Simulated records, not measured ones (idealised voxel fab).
process module | voxel quadruple lines
cross-section cut | 175 nm wide | cells 5 nm
A cross-section is a grid of square cells, given in bands from the top down. A band is one or more rows of cells.
Each band's line starts with the height of the band's top and of its bottom, in nm. Then come its materials from left to right, each with its width in nm. One material with "throughout" fills the band from edge to edge. "air" is empty space.
Height 0 is the level under which the wafer as received is all one material. The lowest band goes on downwards, as in "0 down".
A width such as "30 to 40" changes by the same amount from each row of cells to the next, from the band's top row to its bottom row.
"no change" after a step means that no cell of the cross-section changed.
closed voids: empty space of 8 cells or more with no open way to the top, each as width x height at its distance from the left edge, in nm
after a step's settings: what the simulator itself notes on the step
overlay nm, on a step with a mask: how far to the right of its planned place the mask lay; to the left if negative
plan
1 op RECEIVE | material Si
2 op CONFORMAL_DEP | material SiO2 | thk nm 10
3 op DIRECTIONAL_DEP | material TiN | thk nm 15
4 op DIRECTIONAL_DEP | material polySi | thk nm 20
5 op DIRECTIONAL_DEP | material aC | thk nm 25
6 op PATTERN | tone cover | mask id MANDREL | material resist | width nm 25 | pitch nm 80 | thk nm 30 | overlay nm 0
7 op DIRECTIONAL_ETCH | etch materials aC | depth nm 25
8 op STRIP | etch materials resist
9 op CONFORMAL_DEP | material SiO2 | thk nm 15
10 op DIRECTIONAL_ETCH | etch materials SiO2 | depth nm 15
11 op STRIP | etch materials aC
12 op DIRECTIONAL_ETCH | etch materials polySi | depth nm 20
13 op STRIP | etch materials SiO2
14 op CONFORMAL_DEP | material SiN | thk nm 5
15 op DIRECTIONAL_ETCH | etch materials SiN | depth nm 5
16 op STRIP | etch materials polySi
17 op DIRECTIONAL_ETCH | etch materials TiN | depth nm 15
18 op STRIP | etch materials SiN
19 op FILL_DEP | material lowk | thk nm 10
20 op CMP | height nm 25
as received, after step 1
  0 down: Si throughout
  closed voids: none
a wafer at the end: this start, this plan, one mistake
  25 to 10: polySi throughout
  10 to 0: SiO2 throughout
  0 down: Si throughout
  closed voids: none
what went wrong: steps 3 and 4 were swapped
